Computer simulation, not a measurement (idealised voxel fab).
The document below concerns the process module designated voxel released beams.
Section cut is 265 nm wide and gridded with 5 nm square cells.
A cross-section is a grid of square cells, given in bands from the top down. A band is one or more rows of cells.
In this notation a band is specified by the heights of its top and bottom, in that order and in nm, after which its materials appear from left to right, each paired with its width in nm. The word "edge to edge" attached to a single material means that material fills the band from edge to edge; the word "blank" stands for empty space.
Where do heights start? At 0: under that level the wafer as delivered is made of one material only. And the lowest band has no floor; it just carries on downward, as in "from 0 down".
A two-number width, for instance "30->40", indicates that the width is equal to the first number in the top row of the band and to the second number in the bottom row, and that it changes by a constant amount per row of cells.
"all unchanged" means the step left every cell of the cross-section as it was.
Look at "Tabulated closed voids" for the closed voids: empty spaces with no open path to the top, sized 8 cells or up. Each is width x height at distance, distance from the left edge, all nm.
Post-settings text on a step line: simulator's own remark regarding the step.
For masked steps, "overlay nm" on the step line gives how far right of plan the mask actually lay; a minus sign means it lay to the left.
The process steps that were planned are listed below
1) RECEIVE: material Si
2) CONFORMAL_DEP: material SiN, thk nm 10
3) DIRECTIONAL_DEP: material SiO2, thk nm 15
4) DIRECTIONAL_DEP: material aC, thk nm 15
5) PATTERN: tone open, mask id ANCHOR, material resist, width nm 25, thk nm 35, overlay nm 0
6) DIRECTIONAL_ETCH: etch materials aC, depth nm 15
7) STRIP: etch materials resist
8) DIRECTIONAL_ETCH: etch materials SiO2, depth nm 15
9) STRIP: etch materials aC
10) CONFORMAL_DEP: material polySi, thk nm 10
11) PATTERN: tone cover, mask id BEAM, material resist, width nm 70, thk nm 20, overlay nm 0
12) DIRECTIONAL_ETCH: etch materials polySi, depth nm 10
13) STRIP: etch materials resist
14) STRIP: etch materials SiO2
Concerning the first of two wafers, which was run in accordance with the plan
Cross-section, incoming material, after step 1
- from 0 down | Si edge to edge
- Tabulated closed voids: none
The following cross-section depicts the wafer upon completion of step 2
- from 10 to 0 | SiN edge to edge
- Below 0, no change.
The following cross-section depicts the wafer upon completion of step 3
- from 25 to 10 | SiO2 edge to edge
- Below 10, no change.
The following cross-section depicts the wafer upon completion of step 4
- from 40 to 25 | aC edge to edge
- Below 25, no change.
The following cross-section depicts the wafer upon completion of step 5
- from 75 to 40 | 100 of resist; 25 of blank; 140 of resist
- Below 40, no change.
The following cross-section depicts the wafer upon completion of step 6
- from 60 to 40 | 100 of resist; 25 of blank; 140 of resist
- from 40 to 25 | 100 of aC; 25 of blank; 140 of aC
- Below 25, no change.
The following cross-section depicts the wafer upon completion of step 7
- from 40 to 25 | 100 of aC; 25 of blank; 140 of aC
- Below 25, no change.
The following cross-section depicts the wafer upon completion of step 8
- from 40 to 25 | 100 of aC; 25 of blank; 140 of aC
- from 25 to 10 | 100 of SiO2; 25 of blank; 140 of SiO2
- Below 10, no change.
The following cross-section depicts the wafer upon completion of step 9
- from 25 to 10 | 100 of SiO2; 25 of blank; 140 of SiO2
- Below 10, no change.
The following cross-section depicts the wafer upon completion of step 10
- from 35 to 25 | 110 of polySi; 5 of blank; 150 of polySi
- from 25 to 20 | 100 of SiO2; 10 of polySi; 5 of blank; 10 of polySi; 140 of SiO2
- from 20 to 10 | 100 of SiO2; 25 of polySi; 140 of SiO2
- Below 10, no change.
The following cross-section depicts the wafer upon completion of step 11
- from 55 to 35 | 95 of blank; 70 of resist; 100 of blank
- from 35 to 25 | 110 of polySi; 5 of resist; 150 of polySi
- from 25 to 20 | 100 of SiO2; 10 of polySi; 5 of resist; 10 of polySi; 140 of SiO2
- Below 20, no change.
The following cross-section depicts the wafer upon completion of step 12
- from 55 to 35 | 95 of blank; 70 of resist; 100 of blank
- from 35 to 25 | 95 of blank; 15 of polySi; 5 of resist; 50 of polySi; 100 of blank
- Below 25, no change.
The following cross-section depicts the wafer upon completion of step 13
- from 35 to 25 | 95 of blank; 15 of polySi; 5 of blank; 50 of polySi; 100 of blank
- from 25 to 20 | 100 of SiO2; 10 of polySi; 5 of blank; 10 of polySi; 140 of SiO2
- Below 20, no change.
The following cross-section depicts the wafer upon completion of step 14
- from 35 to 25 | 95 of blank; 15 of polySi; 5 of blank; 50 of polySi; 100 of blank
- from 25 to 20 | 100 of blank; 10 of polySi; 5 of blank; 10 of polySi; 140 of blank
- from 20 to 10 | 100 of blank; 25 of polySi; 140 of blank
- Below 10, no change.
Second wafer, same starting conditions and recipe as the first, one mistake in executing it, nothing differs from the first up to and including step 1
Second wafer profile in section, at the moment step 2 of the plan was meant to be complete
- from 5 to 0 | SiN edge to edge
- Below 0, no change.
Second wafer profile in section, at the moment step 3 of the plan was meant to be complete
- from 20 to 5 | SiO2 edge to edge
- Below 5, no change.
Second wafer profile in section, at the moment step 4 of the plan was meant to be complete
- from 35 to 20 | aC edge to edge
- Below 20, no change.
Second wafer profile in section, at the moment step 5 of the plan was meant to be complete
- from 70 to 35 | 100 of resist; 25 of blank; 140 of resist
- Below 35, no change.
Second wafer profile in section, at the moment step 6 of the plan was meant to be complete
- from 55 to 35 | 100 of resist; 25 of blank; 140 of resist
- from 35 to 20 | 100 of aC; 25 of blank; 140 of aC
- Below 20, no change.
Second wafer profile in section, at the moment step 7 of the plan was meant to be complete
- from 35 to 20 | 100 of aC; 25 of blank; 140 of aC
- Below 20, no change.
Second wafer profile in section, at the moment step 8 of the plan was meant to be complete
- from 35 to 20 | 100 of aC; 25 of blank; 140 of aC
- from 20 to 5 | 100 of SiO2; 25 of blank; 140 of SiO2
- Below 5, no change.
Second wafer profile in section, at the moment step 9 of the plan was meant to be complete
- from 20 to 5 | 100 of SiO2; 25 of blank; 140 of SiO2
- Below 5, no change.
Second wafer profile in section, at the moment step 10 of the plan was meant to be complete
- from 30 to 20 | 110 of polySi; 5 of blank; 150 of polySi
- from 20 to 15 | 100 of SiO2; 10 of polySi; 5 of blank; 10 of polySi; 140 of SiO2
- from 15 to 5 | 100 of SiO2; 25 of polySi; 140 of SiO2
- Below 5, no change.
Second wafer profile in section, at the moment step 11 of the plan was meant to be complete
- from 50 to 30 | 95 of blank; 70 of resist; 100 of blank
- from 30 to 20 | 110 of polySi; 5 of resist; 150 of polySi
- from 20 to 15 | 100 of SiO2; 10 of polySi; 5 of resist; 10 of polySi; 140 of SiO2
- Below 15, no change.
Second wafer profile in section, at the moment step 12 of the plan was meant to be complete
- from 50 to 30 | 95 of blank; 70 of resist; 100 of blank
- from 30 to 20 | 95 of blank; 15 of polySi; 5 of resist; 50 of polySi; 100 of blank
- Below 20, no change.
Second wafer profile in section, at the moment step 13 of the plan was meant to be complete
- from 30 to 20 | 95 of blank; 15 of polySi; 5 of blank; 50 of polySi; 100 of blank
- from 20 to 15 | 100 of SiO2; 10 of polySi; 5 of blank; 10 of polySi; 140 of SiO2
- Below 15, no change.
Second wafer profile in section, at the moment step 14 of the plan was meant to be complete
- from 30 to 20 | 95 of blank; 15 of polySi; 5 of blank; 50 of polySi; 100 of blank
- from 20 to 15 | 100 of blank; 10 of polySi; 5 of blank; 10 of polySi; 140 of blank
- from 15 to 5 | 100 of blank; 25 of polySi; 140 of blank
- Below 5, no change.
Deviation noted in wafer processing: step 2 was not run as planned; what actually ran was CONFORMAL_DEP: material SiN, thk nm 5
Final comparison by cell count, materials where the second wafer has more or fewer than the first: -53 SiN
